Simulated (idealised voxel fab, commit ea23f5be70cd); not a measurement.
process module | voxel released beams
cross-section cut | 205 nm wide | cells 5 nm
A cross-section is a grid of square cells, given in bands from the top down. A band is one or more rows of cells.
Each band's line starts with the height of the band's top and of its bottom, in nm. Then come its materials from left to right, each with its width in nm. One material with "throughout" fills the band from edge to edge. "air" is empty space.
Height 0 is the level under which the wafer as received is all one material. The lowest band goes on downwards, as in "0 down".
A width such as "30 to 40" changes by the same amount from each row of cells to the next, from the band's top row to its bottom row.
"no change" after a step means that no cell of the cross-section changed.
closed voids: empty space of 8 cells or more with no open way to the top, each as width x height at its distance from the left edge, in nm
after a step's settings: what the simulator itself notes on the step
overlay nm, on a step with a mask: how far to the right of its planned place the mask lay; to the left if negative
plan
1 op RECEIVE | material Si
2 op CONFORMAL_DEP | material SiN | thk nm 10
3 op DIRECTIONAL_DEP | material SiO2 | thk nm 20
4 op MASKED_ETCH | tone open | mask id ANCHOR | width nm 30 | etch materials SiO2 | depth nm 20 | overlay nm 0
5 op CONFORMAL_DEP | material W | thk nm 10
6 op MASKED_ETCH | tone cover | mask id BEAM | width nm 85 | etch materials W | depth nm 10 | overlay nm 0
7 op STRIP | etch materials SiO2
as received, after step 1
  0 down: Si throughout
  closed voids: none
first wafer at the end, as planned
  40 to 30: air 55 | W 15 | air 10 | W 60 | air 65
  30 to 20: air 60 | W 10 | air 10 | W 10 | air 115
  20 to 10: air 60 | W 30 | air 115
  10 to 0: SiN throughout
  0 down: Si throughout
  closed voids: none
second wafer at the end: like start, like plan, one mistake
  40 to 30: air 55 | W 85 | air 65
  30 to 20: SiN throughout
  20 to 0: SiO2 throughout
  0 down: Si throughout
  closed voids: none
what went wrong: steps 2 and 3 were swapped
at the end the second wafer has, in cells: 164 more of SiO2 | 16 fewer of W
